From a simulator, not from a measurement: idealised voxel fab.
Process module in this document: voxel plated lines
This is section cut - it's 270 nm across, gridded in 5 nm square cells.
Cross-section, as written here: a square-cell grid given band by band from the top down, where a band holds one or more rows of cells. Within each band entry, the heights of the top and of the bottom of the band appear first, in that order and in nm; the materials of the band then follow from left to right, each with its corresponding width in nm. The designation "all across" on a single material indicates that it fills the band from edge to edge; the designation "air" indicates empty space. Counting heights begins at 0, where everything beneath is, in the wafer as received, one material. The lowest band has no bottom; it goes on downwards, as "0 down" shows. The two numbers in a width such as "30 to 40" mark its ends across the band: the first belongs to the top row of cells, the second to the bottom row, and from each row to the next the width moves by the same amount. Step marked "no modification"? Then no cell in the cross-section changed in it. "Fully enclosed voids" - sealed voids, min. 8 cells, no opening to top; format: width x height at distance (distance from left edge; nm throughout). On a step's line, text after the settings is the simulator commenting on that step. overlay nm: where the mask lay relative to plan, measured to the right, on steps with a mask; negatives go left.
STEPS PLANNED FOR THE PROCESS
| 1 | RECEIVE | material Si |
| 2 | CONFORMAL_DEP | material Al2O3 | thk nm 15 |
| 3 | DIRECTIONAL_DEP | material TiN | thk nm 5 |
| 4 | PATTERN | tone open | mask id LINES | material resist | width nm 15 | pitch nm 35 | thk nm 30 | overlay nm 0 |
| 5 | EPI | material Ru | thk nm 10 |
| 6 | EPI | material Ru | thk nm 5 |
| 7 | STRIP | etch materials resist |
| 8 | DIRECTIONAL_ETCH | etch materials TiN | depth nm 5 |
| 9 | CONFORMAL_DEP | material SiO2 | thk nm 5 |
CROSS-SECTION OF THE WAFER AT RECEIPT, WHICH IS THE CONDITION AFTER STEP 1
    0 down = Si all across
    Fully enclosed voids: none
FIRST WAFER OF TWO, SECTIONED AT END OF MODULE; RUN WENT PER PLAN
    40 to 35 = air: 105 / SiO2: 25 / air: 10 / SiO2: 25 / air: 105
    35 to 20 = air: 105 / SiO2: 5 / Ru: 15 / SiO2: 5 / air: 10 / SiO2: 5 / Ru: 15 / SiO2: 5 / air: 105
    20 to 15 = SiO2: 110 / TiN: 15 / SiO2: 20 / TiN: 15 / SiO2: 110
    15 to 0 = Al2O3 all across
    0 down = Si all across
    Fully enclosed voids: none
SECOND WAFER AT THE END: LIKE START, LIKE PLAN, ONE MISTAKE
    40 to 35 = air: 105 / TiN: 25 / air: 10 / TiN: 25 / air: 105
    35 to 20 = air: 105 / TiN: 5 / Ru: 15 / TiN: 5 / air: 10 / TiN: 5 / Ru: 15 / TiN: 5 / air: 105
    20 to 15 = TiN all across
    15 to 0 = Al2O3 all across
    0 down = Si all across
    Fully enclosed voids: none
So what did we get wrong on this run? note that step 9 departed from the planned setting and was carried out as CONFORMAL_DEP | material TiN | thk nm 5
Final wafer comparison in cells, second versus first, more or fewer per material: -70 SiO2 | +70 TiN
